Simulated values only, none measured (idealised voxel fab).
voxel self aligned vias: a process module
We display cut, a cross-section 290 nm in width whose square cells are each 5 nm.
Notation: cross-section as square-cell grid; stated in bands, top first, going down; one or more cell rows per band. First you get the band's top height and its bottom height, in nm, and then the materials it's made of, left to right, with each width in nm. If you see a single material with "everywhere", that one covers the band edge to edge. "empty" is empty space. Where do heights start? At 0: under that level the wafer as delivered is made of one material only. And the lowest band has no floor; it just carries on downward, as in "0 and below". The notation "30..40" denotes a width that varies across the rows of cells in the band, beginning at the first number in the top row, finishing at the second number in the bottom row, and changing by an identical amount from each row to the next. "no change occurred" for a step: no cell of the cross-section changed in that step. The entry titled "Entrapped void list" provides the empty spaces that have no open way to the top, restricted to those of 8 cells or more. Each is presented as width x height at distance, the distance being measured from the left edge, with all three in nm. What comes after the settings on a step's line is commentary from the simulator itself on that step. Regarding "overlay nm": on a step with a mask, it is the distance the mask lay to the right of its planned place; a negative value places it to the left.
[Process steps - plan]
1: RECEIVE,material Si
2: CONFORMAL_DEP,material SiO2,thk nm 15
3: CONFORMAL_DEP,material SiCN,thk nm 5
4: DIRECTIONAL_DEP,material SiO2,thk nm 20
5: MASKED_ETCH,tone open,mask id LINES,width nm 25,pitch nm 70,etch materials SiO2,depth nm 20,overlay nm 0
6: CONFORMAL_DEP,material TiN,thk nm 5
7: FILL_DEP,material Ru,thk nm 10
8: CMP,height nm 40
9: SELECTIVE_ETCH,etch materials W Ru TiN,depth nm 10
10: FILL_DEP,material SiN,thk nm 5
11: CMP,height nm 40
12: DIRECTIONAL_DEP,material SiO2,thk nm 20
13: PATTERN,tone open,mask id VIAS,material resist,width nm 45,thk nm 20,overlay nm 0
14: DIRECTIONAL_ETCH,etch materials SiO2,depth nm 20
15: DIRECTIONAL_ETCH,etch materials SiN,depth nm 10
16: STRIP,etch materials resist
17: CONFORMAL_DEP,material TiN,thk nm 5
18: FILL_DEP,material W,thk nm 5
19: CMP,height nm 60
20: CONFORMAL_DEP,material SiN,thk nm 5
[Here's what the wafer looked like in cross-section when it arrived - that's after step 1]
0 and below = Si everywhere
Entrapped void list: none
[End-of-module cross-section. Starting structure and process plan as above; one mistake made in running it]
65 down to 60 = SiN everywhere
60 down to 45 = 85 of SiO2, then 5 of TiN, then 35 of W, then 5 of TiN, then 160 of SiO2
45 down to 40 = 85 of SiO2, then 45 of TiN, then 160 of SiO2
40 down to 35 = SiCN everywhere
35 down to 0 = SiO2 everywhere
0 and below = Si everywhere
Entrapped void list: none
Diagnosis: plan vs actual: 3 and 4 interchanged
